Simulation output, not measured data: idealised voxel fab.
process module | voxel air gaps
cross-section cut | 220 nm wide | cells 5 nm
A cross-section is a grid of square cells, given in bands from the top down. A band is one or more rows of cells.
Each band's line starts with the height of the band's top and of its bottom, in nm. Then come its materials from left to right, each with its width in nm. One material with "throughout" fills the band from edge to edge. "air" is empty space.
Height 0 is the level under which the wafer as received is all one material. The lowest band goes on downwards, as in "0 down".
A width such as "30 to 40" changes by the same amount from each row of cells to the next, from the band's top row to its bottom row.
"no change" after a step means that no cell of the cross-section changed.
closed voids: empty space of 8 cells or more with no open way to the top, each as width x height at its distance from the left edge, in nm
after a step's settings: what the simulator itself notes on the step
overlay nm, on a step with a mask: how far to the right of its planned place the mask lay; to the left if negative
plan
1 op RECEIVE | material Si
2 op CONFORMAL_DEP | material SiO2 | thk nm 10
3 op CONFORMAL_DEP | material SiCN | thk nm 5
4 op DIRECTIONAL_DEP | material SiO2 | thk nm 30
5 op PATTERN | tone open | mask id LINES | material resist | width nm 25 | pitch nm 50 | thk nm 15 | overlay nm 0
6 op DIRECTIONAL_ETCH | etch materials SiO2 | depth nm 30
7 op STRIP | etch materials resist
8 op CONFORMAL_DEP | material TiN | thk nm 5
9 op FILL_DEP | material Ru | thk nm 5
10 op CMP | height nm 45
11 op EPI | material Ru | thk nm 10
12 op SELECTIVE_ETCH | etch materials SiO2 | depth nm 40
13 op CONFORMAL_DEP | material SiCN | thk nm 5
as received, after step 1
  0 down: Si throughout
  closed voids: none
a wafer at the end: this start, this plan, one mistake
  60 to 55: air 10 | SiCN 200 | air 10
  55 to 45: air 10 | SiCN 5 | Ru 40 | SiCN 10 | Ru 40 | SiCN 10 | Ru 40 | SiCN 10 | Ru 40 | SiCN 5 | air 10
  45 to 40: air 10 | SiCN 15 | TiN 5 | Ru 10 | TiN 5 | SiCN 30 | TiN 5 | Ru 10 | TiN 5 | SiCN 30 | TiN 5 | Ru 10 | TiN 5 | SiCN 30 | TiN 5 | Ru 10 | TiN 5 | SiCN 15 | air 10
  40 to 20: air 20 | SiCN 5 | TiN 5 | Ru 10 | TiN 5 | SiCN 5 | air 20 | SiCN 5 | TiN 5 | Ru 10 | TiN 5 | SiCN 5 | air 20 | SiCN 5 | TiN 5 | Ru 10 | TiN 5 | SiCN 5 | air 20 | SiCN 5 | TiN 5 | Ru 10 | TiN 5 | SiCN 5 | air 20
  20 to 15: SiCN 25 | TiN 20 | SiCN 30 | TiN 20 | SiCN 30 | TiN 20 | SiCN 30 | TiN 20 | SiCN 25
  15 to 10: SiCN throughout
  10 to 0: SiO2 throughout
  0 down: Si throughout
  closed voids: 20 x 20 at 50; 20 x 20 at 100; 20 x 20 at 150
what went wrong: step 5 ran as: op PATTERN | tone open | mask id LINES | material resist | width nm 20 | pitch nm 50 | thk nm 15 | overlay nm 0
